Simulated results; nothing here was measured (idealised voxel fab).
The process module that follows is named voxel released beams.
FYI the section here is cut, 245 nm wide, cells are 5 nm squares.
A cross-section in this document is a grid of square cells, and it is written down as bands, the top band listed before the ones below it; a band is made up of one or more rows of cells.
Each band's line starts with the height of the band's top and of its bottom, in nm. Then come its materials from left to right, each with its width in nm. One material with "full width" fills the band from edge to edge. "empty" is empty space.
All heights in this document are referenced to 0, defined as the level beneath which the wafer, as received, consists entirely of one material. The lowest band is not bounded below; it extends indefinitely downward and is written in the form "0 -> down".
Think of "30 to 40" as a width that walks from the first number to the second as you go down the band, top row to bottom row, taking equal-sized steps from row to row.
Step note "no modifications" = no cross-section cell changed.
Under "Sealed cavities" you'll find the enclosed gaps, the ones with no way out to the top, that are 8 cells or bigger; each reads width x height at distance, with distance counted from the left edge, everything in nm.
Whatever follows a step's settings on its line is a remark the simulator itself makes about that step.
Steps that use a mask can have "overlay nm" on their line. It says how far the mask sat to the right of where it was meant to be. Negative means to the left.
[Here's what the planned process steps look like]
1: RECEIVE | material Si
2: CONFORMAL_DEP | material Al2O3 | thk nm 5
3: DIRECTIONAL_DEP | material SiO2 | thk nm 15
4: DIRECTIONAL_DEP | material aC | thk nm 10
5: PATTERN | tone open | mask id ANCHOR | material resist | width nm 25 | thk nm 30 | overlay nm 0
6: DIRECTIONAL_ETCH | etch materials aC | depth nm 10
7: STRIP | etch materials resist
8: DIRECTIONAL_ETCH | etch materials SiO2 | depth nm 15
9: STRIP | etch materials aC
10: CONFORMAL_DEP | material polySi | thk nm 10
11: DIRECTIONAL_DEP | material aC | thk nm 15
12: PATTERN | tone cover | mask id BEAM | material resist | width nm 80 | thk nm 30 | overlay nm 0
13: DIRECTIONAL_ETCH | etch materials aC | depth nm 15
14: STRIP | etch materials resist
15: DIRECTIONAL_ETCH | etch materials polySi | depth nm 10
16: STRIP | etch materials aC
17: STRIP | etch materials SiO2
[Wafer at receipt (post step 1), cross-section]
	0 -> down = Si full width
	Sealed cavities: none
[Here's the cross-section of the first of our two wafers at the end of the module - it ran as planned]
	30 -> 20 = empty 80 nm; polySi 15 nm; empty 5 nm; polySi 60 nm; empty 85 nm
	20 -> 15 = empty 85 nm; polySi 10 nm; empty 5 nm; polySi 10 nm; empty 135 nm
	15 -> 5 = empty 85 nm; polySi 25 nm; empty 135 nm
	5 -> 0 = Al2O3 full width
	0 -> down = Si full width
	Sealed cavities: none
[Presented here is a cross-section of the second of the two wafers as it stood at the end of the module. It was started in the same manner and assigned the same plan as the first wafer; however, one mistake was made in its execution]
	30 -> 20 = empty 80 nm; polySi 80 nm; empty 85 nm
	20 -> 15 = Al2O3 full width
	15 -> 0 = SiO2 full width
	0 -> down = Si full width
	Sealed cavities: none
What went wrong in running the wafer? the intended sequence of steps 2 and 3 was reversed during processing, with each occupying the position of the other
Materials where the second wafer ends with more or fewer cells than the first: +147 SiO2 | -12 polySi
